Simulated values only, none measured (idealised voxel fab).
Process module in this document: voxel double patterning
It is cross-section cut that appears here, measuring 295 nm in width, its square cells being 5 nm in size.
Cross-section, as written here: a square-cell grid given band by band from the top down, where a band holds one or more rows of cells. Within each band entry, the heights of the top and of the bottom of the band appear first, in that order and in nm; the materials of the band then follow from left to right, each with its corresponding width in nm. The designation "edge to edge" on a single material indicates that it fills the band from edge to edge; the designation "air" indicates empty space. We count height from 0. Below that, the starting wafer is all one material. The lowest band never ends at the bottom but goes on down; see "from 0 down" for how that is written. Top row gets the first number, bottom row gets the second, and each row in between changes by the same step: that is how a band width like "30 to 40" works. Step marked "changes: none"? Then no cell in the cross-section changed in it. Entry "Enclosed void entries". Content: empty spaces with no open connection to the top, size 8 cells or greater. Each: width x height at distance. Distance: from left edge. Unit: nm. Note: text after step settings on the step line = simulator remark on that step. Steps that use a mask can have "overlay nm" on their line. It says how far the mask sat to the right of where it was meant to be. Negative means to the left.

LISTED BELOW ARE THE PROCESS STEPS AS PLANNED
1. RECEIVE [material Si]
2. CONFORMAL_DEP [material SiN] [thk nm 10]
3. DIRECTIONAL_DEP [material SiO2] [thk nm 20]
4. DIRECTIONAL_DEP [material SiCN] [thk nm 10]
5. PATTERN [tone open] [mask id FIRST] [material resist] [width nm 15] [pitch nm 50] [thk nm 15] [overlay nm 0]
6. DIRECTIONAL_ETCH [etch materials SiCN] [depth nm 10]
7. STRIP [etch materials resist]
8. DIRECTIONAL_DEP [material aC] [thk nm 15]
9. PATTERN [tone open] [mask id SECOND] [material resist] [width nm 15] [thk nm 35] [overlay nm 0]
10. DIRECTIONAL_ETCH [etch materials aC] [depth nm 15]
11. STRIP [etch materials resist]
12. DIRECTIONAL_ETCH [etch materials SiCN] [depth nm 10]
13. STRIP [etch materials aC]
14. DIRECTIONAL_ETCH [etch materials SiO2] [depth nm 20]
15. STRIP [etch materials SiCN]

CROSS-SECTION OF THE WAFER AT RECEIPT, WHICH IS THE CONDITION AFTER STEP 1
- from 0 down = Si edge to edge
- Enclosed void entries: none

WAFER CROSS-SECTION AT MODULE END: FIRST OF TWO, RUN TO PLAN
- from 30 to 10 = 115 of SiO2, then 15 of air, then 10 of SiO2, then 15 of air, then 10 of SiO2, then 15 of air, then 115 of SiO2
- from 10 to 0 = SiN edge to edge
- from 0 down = Si edge to edge
- Enclosed void entries: none

SECOND WAFER CROSS-SECTION AT END OF MODULE - SHARED START AND PLAN WITH THE FIRST, ONE MISTAKE IN THE RUN
- from 20 to 0 = 115 of SiO2, then 15 of air, then 10 of SiO2, then 15 of air, then 10 of SiO2, then 15 of air, then 115 of SiO2
- from 0 down = Si edge to edge
- Enclosed void entries: none
What went wrong in running the wafer? plan step 2: skipped, not run
Final cells, second wafer relative to first, materials higher or lower: SiN -118
